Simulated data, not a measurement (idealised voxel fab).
process module | voxel tone inversion
cross-section cut | 180 nm wide | cells 5 nm
A cross-section is a grid of square cells, given in bands from the top down. A band is one or more rows of cells.
Each band's line starts with the height of the band's top and of its bottom, in nm. Then come its materials from left to right, each with its width in nm. One material with "throughout" fills the band from edge to edge. "air" is empty space.
Height 0 is the level under which the wafer as received is all one material. The lowest band goes on downwards, as in "0 down".
A width such as "30 to 40" changes by the same amount from each row of cells to the next, from the band's top row to its bottom row.
"no change" after a step means that no cell of the cross-section changed.
closed voids: empty space of 8 cells or more with no open way to the top, each as width x height at its distance from the left edge, in nm
after a step's settings: what the simulator itself notes on the step
overlay nm, on a step with a mask: how far to the right of its planned place the mask lay; to the left if negative
plan
1 op RECEIVE | material Si
2 op CONFORMAL_DEP | material SiCN | thk nm 5
3 op DIRECTIONAL_DEP | material aC | thk nm 15
4 op PATTERN | tone cover | mask id POSTS | material resist | width nm 15 | pitch nm 45 | thk nm 25 | overlay nm 0
5 op DIRECTIONAL_ETCH | etch materials aC | depth nm 15
6 op STRIP | etch materials resist
7 op FILL_DEP | material SiO2 | thk nm 10
8 op CMP | height nm 20
9 op STRIP | etch materials aC
as received, after step 1
  0 down: Si throughout
  closed voids: none
a wafer at the end: this start, this plan, one mistake
  20 to 15: SiO2 throughout
  15 to 0: SiO2 60 | aC 15 | SiO2 30 | aC 15 | SiO2 60
  0 down: Si throughout
  closed voids: none
what went wrong: step 2 was left out
